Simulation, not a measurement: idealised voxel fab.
process module | voxel wiring stack
Section cut is 275 nm wide and gridded with 5 nm square cells.
A cross-section in this document is a grid of square cells, and it is written down as bands, the top band listed before the ones below it; a band is made up of one or more rows of cells.
Band: top and bottom heights (nm) first, top before bottom; then materials from left to right, widths in nm. "everywhere" marks a sole material filling the band edge to edge. "blank" denotes empty space.
Basically, 0 is our baseline, since under it the wafer straight out of the box is all one material. The bottom band has no lower end and keeps on going down, so it looks like "0 and below".
Note: "30..40" means the width goes from the first number (top row of the band) to the second number (bottom row) in equal steps per row of cells.
No cell of the cross-section changed in a step that is given as "changes: none".
The entry "Unvented cavities" lists the empty spaces that cover at least 8 cells and have no open path to the top. Each is written as width x height at distance, where the distance is measured from the left edge and all three values are in nm.
It should be noted that, on the line of a given step, the content following the step's settings is a remark produced by the simulator itself with respect to that step.
overlay nm: mask right of planned place by this much (step with mask). Neg. = left.

Intended process steps
1: RECEIVE: material Si
2: CONFORMAL_DEP: material SiO2, thk nm 10
3: CONFORMAL_DEP: material SiN, thk nm 5
4: DIRECTIONAL_DEP: material SiO2, thk nm 15
5: DIRECTIONAL_DEP: material aC, thk nm 10
6: PATTERN: tone open, mask id METAL_1, material resist, width nm 20, pitch nm 40, thk nm 25, overlay nm 0
7: DIRECTIONAL_ETCH: etch materials aC, depth nm 10
8: STRIP: etch materials resist
9: DIRECTIONAL_ETCH: etch materials SiO2, depth nm 15
10: DIRECTIONAL_ETCH: etch materials SiN, depth nm 5
11: STRIP: etch materials aC
12: CONFORMAL_DEP: material TiN, thk nm 5
13: FILL_DEP: material Cu, thk nm 5
14: CMP: height nm 30
15: CONFORMAL_DEP: material SiCN, thk nm 5
16: DIRECTIONAL_DEP: material SiO2, thk nm 20
17: MASKED_ETCH: tone open, mask id PLUG_1, width nm 15, pitch nm 40, etch materials SiO2, depth nm 20, overlay nm 0
18: MASKED_ETCH: tone open, mask id PLUG_1, width nm 15, pitch nm 40, etch materials SiCN, depth nm 5, overlay nm 0
19: EPI: material Ru, thk nm 10
20: EPI: material Ru, thk nm 10
21: EPI: material Ru, thk nm 5
22: CONFORMAL_DEP: material SiN, thk nm 5
23: DIRECTIONAL_DEP: material SiO2, thk nm 20
24: DIRECTIONAL_DEP: material aC, thk nm 10
25: PATTERN: tone open, mask id METAL_2, material resist, width nm 20, pitch nm 40, thk nm 25, overlay nm 0
26: DIRECTIONAL_ETCH: etch materials aC, depth nm 10
27: STRIP: etch materials resist
28: DIRECTIONAL_ETCH: etch materials SiO2, depth nm 20
29: DIRECTIONAL_ETCH: etch materials SiN, depth nm 5
30: STRIP: etch materials aC
31: CONFORMAL_DEP: material TiN, thk nm 5
32: FILL_DEP: material Ru, thk nm 10
33: CMP: height nm 80
34: CONFORMAL_DEP: material SiCN, thk nm 5
35: DIRECTIONAL_DEP: material lowk, thk nm 20
36: DIRECTIONAL_DEP: material aC, thk nm 15
37: PATTERN: tone open, mask id PLUG_2, material resist, width nm 15, pitch nm 40, thk nm 30, overlay nm 0
38: DIRECTIONAL_ETCH: etch materials aC, depth nm 15
39: STRIP: etch materials resist
40: DIRECTIONAL_ETCH: etch materials lowk, depth nm 20
41: DIRECTIONAL_ETCH: etch materials SiCN, depth nm 5
42: STRIP: etch materials aC
43: CONFORMAL_DEP: material TiN, thk nm 5
44: FILL_DEP: material W, thk nm 10
45: CMP: height nm 105
46: DIRECTIONAL_DEP: material TiN, thk nm 5
47: DIRECTIONAL_DEP: material W, thk nm 15
48: MASKED_ETCH: tone cover, mask id METAL_3, width nm 20, pitch nm 40, etch materials W, depth nm 15, overlay nm 0
49: MASKED_ETCH: tone cover, mask id METAL_3, width nm 20, pitch nm 40, etch materials TiN, depth nm 5, overlay nm 0
50: FILL_DEP: material lowk, thk nm 5
51: CMP: height nm 125
52: CONFORMAL_DEP: material SiCN, thk nm 5

As received, after step 1
    0 and below: Si everywhere
    Unvented cavities: none

Final wafer profile in cross-section after the module, from the same start and plan as above, with one mistake made during processing
    130 down to 125: SiCN everywhere
    125 down to 110: lowk (65) / W (20) / lowk (20) / W (20) / lowk (20) / W (20) / lowk (20) / W (20) / lowk (70)
    110 down to 105: lowk (65) / TiN (20) / lowk (20) / TiN (20) / lowk (20) / TiN (20) / lowk (20) / TiN (20) / lowk (70)
    105 down to 85: lowk (65) / TiN (5) / W (5) / TiN (5) / lowk (25) / TiN (5) / W (5) / TiN (5) / lowk (25) / TiN (5) / W (5) / TiN (5) / lowk (25) / TiN (5) / W (5) / TiN (5) / lowk (75)
    85 down to 80: SiCN (65) / TiN (15) / SiCN (25) / TiN (15) / SiCN (25) / TiN (15) / SiCN (25) / TiN (15) / SiCN (75)
    80 down to 60: SiO2 (65) / TiN (5) / Ru (10) / TiN (5) / SiO2 (20) / TiN (5) / Ru (10) / TiN (5) / SiO2 (20) / TiN (5) / Ru (10) / TiN (5) / SiO2 (20) / TiN (5) / Ru (10) / TiN (5) / SiO2 (70)
    60 down to 55: SiN (65) / TiN (20) / SiN (20) / TiN (20) / SiN (20) / TiN (20) / SiN (20) / TiN (20) / SiN (70)
    55 down to 35: SiO2 (65) / Ru (15) / SiO2 (25) / Ru (15) / SiO2 (25) / Ru (15) / SiO2 (25) / Ru (15) / SiO2 (75)
    35 down to 30: SiCN (65) / Ru (15) / SiCN (25) / Ru (15) / SiCN (25) / Ru (15) / SiCN (25) / Ru (15) / SiCN (75)
    30 down to 25: TiN (70) / Cu (10) / TiN (30) / Cu (10) / TiN (30) / Cu (10) / TiN (30) / Cu (10) / TiN (75)
    25 down to 15: SiO2 (65) / TiN (5) / Cu (10) / TiN (5) / SiO2 (20) / TiN (5) / Cu (10) / TiN (5) / SiO2 (20) / TiN (5) / Cu (10) / TiN (5) / SiO2 (20) / TiN (5) / Cu (10) / TiN (5) / SiO2 (70)
    15 down to 10: SiO2 (65) / TiN (20) / SiO2 (20) / TiN (20) / SiO2 (20) / TiN (20) / SiO2 (20) / TiN (20) / SiO2 (70)
    10 down to 0: SiO2 everywhere
    0 and below: Si everywhere
    Unvented cavities: none
Run error: step 3 of the plan was bypassed and not carried out
